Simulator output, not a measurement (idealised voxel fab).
Process module under the name voxel wiring stack
For reference, the cross-section in this document is cut, with width 285 nm and square cells of 5 nm.
Think of the cross-section as a grid of square cells. We describe it in bands, top to bottom, and each band covers one or more rows of those cells.
Band: top height; bottom height; in nm. Then, left to right: material with width in nm, for each material. "everywhere": a single material spanning edge to edge. "blank": empty space.
Heights from 0 (as-received wafer is one material below). Bottom band endless downward, as "0 -> down".
Per-row width for "30 to 40": begins at first number (top row of band), ends at second number (bottom row), increment between rows held constant.
Key: "no change occurred" - step with no changed cell in the cross-section.
"Closed void list" means: voids of 8 cells or more that are shut off from the top with no open way through. Written width x height at distance, distance from the left edge, in nm.
Text after the settings on a step's line: the simulator's own remark on that step.
A step line may carry the setting "overlay nm", which, for steps involving a mask, states the distance by which the mask lay to the right of its intended position; negative values denote displacement to the left.

# List of planned process steps
1) RECEIVE (material Si)
2) CONFORMAL_DEP (material SiO2; thk nm 15)
3) CONFORMAL_DEP (material SiCN; thk nm 5)
4) DIRECTIONAL_DEP (material lowk; thk nm 15)
5) DIRECTIONAL_DEP (material aC; thk nm 10)
6) PATTERN (tone open; mask id METAL_1; material resist; width nm 20; pitch nm 50; thk nm 30; overlay nm 0)
7) DIRECTIONAL_ETCH (etch materials aC; depth nm 10)
8) STRIP (etch materials resist)
9) DIRECTIONAL_ETCH (etch materials lowk; depth nm 15)
10) DIRECTIONAL_ETCH (etch materials SiCN; depth nm 5)
11) STRIP (etch materials aC)
12) CONFORMAL_DEP (material TiN; thk nm 5)
13) FILL_DEP (material Cu; thk nm 10)
14) CMP (height nm 35)
15) CONFORMAL_DEP (material SiCN; thk nm 5)
16) DIRECTIONAL_DEP (material lowk; thk nm 30)
17) PATTERN (tone open; mask id METAL_2_HOLES; material resist; width nm 15; pitch nm 50; thk nm 15; overlay nm 0)
18) DIRECTIONAL_ETCH (etch materials lowk; depth nm 30)
19) STRIP (etch materials resist)
20) DIRECTIONAL_DEP (material aC; thk nm 15)
21) PATTERN (tone open; mask id METAL_2; material resist; width nm 20; pitch nm 50; thk nm 35; overlay nm 0)
22) DIRECTIONAL_ETCH (etch materials aC; depth nm 15)
23) STRIP (etch materials resist)
24) DIRECTIONAL_ETCH (etch materials lowk; depth nm 15)
25) DIRECTIONAL_ETCH (etch materials SiCN; depth nm 5)
26) STRIP (etch materials aC)
27) CONFORMAL_DEP (material TiN; thk nm 5)
28) FILL_DEP (material Cu; thk nm 5)
29) CMP (height nm 70)
30) CONFORMAL_DEP (material SiCN; thk nm 5)

# As received (post step 1): cross-section
  0 -> down = Si everywhere
  Closed void list: none

# End-of-module cross-section of the first of two wafers, processed as planned
  75 -> 70 = SiCN everywhere
  70 -> 60 = 80 nm lowk; 5 nm TiN; 10 nm Cu; 5 nm TiN; 30 nm lowk; 5 nm TiN; 10 nm Cu; 5 nm TiN; 30 nm lowk; 5 nm TiN; 10 nm Cu; 5 nm TiN; 85 nm lowk
  60 -> 55 = 80 nm lowk; 5 nm TiN; 5 nm Cu; 10 nm TiN; 30 nm lowk; 5 nm TiN; 5 nm Cu; 10 nm TiN; 30 nm lowk; 5 nm TiN; 5 nm Cu; 10 nm TiN; 85 nm lowk
  55 -> 40 = 80 nm lowk; 5 nm TiN; 5 nm Cu; 5 nm TiN; 35 nm lowk; 5 nm TiN; 5 nm Cu; 5 nm TiN; 35 nm lowk; 5 nm TiN; 5 nm Cu; 5 nm TiN; 90 nm lowk
  40 -> 35 = 80 nm SiCN; 15 nm TiN; 35 nm SiCN; 15 nm TiN; 35 nm SiCN; 15 nm TiN; 90 nm SiCN
  35 -> 20 = 80 nm lowk; 5 nm TiN; 10 nm Cu; 5 nm TiN; 30 nm lowk; 5 nm TiN; 10 nm Cu; 5 nm TiN; 30 nm lowk; 5 nm TiN; 10 nm Cu; 5 nm TiN; 85 nm lowk
  20 -> 15 = 80 nm SiCN; 20 nm TiN; 30 nm SiCN; 20 nm TiN; 30 nm SiCN; 20 nm TiN; 85 nm SiCN
  15 -> 0 = SiO2 everywhere
  0 -> down = Si everywhere
  Closed void list: none

# Cross-sectional image of the second wafer of the two following completion of the module. Starting state and process plan were the same as for the first wafer; one execution error occurred
  75 -> 70 = SiCN everywhere
  70 -> 60 = 80 nm lowk; 5 nm TiN; 10 nm Cu; 5 nm TiN; 30 nm lowk; 5 nm TiN; 10 nm Cu; 5 nm TiN; 30 nm lowk; 5 nm TiN; 10 nm Cu; 5 nm TiN; 85 nm lowk
  60 -> 55 = 80 nm lowk; 5 nm TiN; 5 nm Cu; 10 nm TiN; 30 nm lowk; 5 nm TiN; 5 nm Cu; 10 nm TiN; 30 nm lowk; 5 nm TiN; 5 nm Cu; 10 nm TiN; 85 nm lowk
  55 -> 40 = 80 nm lowk; 5 nm TiN; 5 nm Cu; 5 nm TiN; 35 nm lowk; 5 nm TiN; 5 nm Cu; 5 nm TiN; 35 nm lowk; 5 nm TiN; 5 nm Cu; 5 nm TiN; 90 nm lowk
  40 -> 30 = 80 nm SiCN; 15 to 20 nm TiN; 35 to 30 nm SiCN; 15 to 20 nm TiN; 35 to 30 nm SiCN; 15 to 20 nm TiN; 90 to 85 nm SiCN
  30 -> 15 = lowk everywhere
  15 -> 0 = SiO2 everywhere
  0 -> down = Si everywhere
  Closed void list: none
Run error: note: step 3 <-> step 4, run order reversed vs plan
The closing comparison, in cells, has the second wafer with more or fewer of some materials than the first: -18 Cu; -18 TiN; +36 lowk
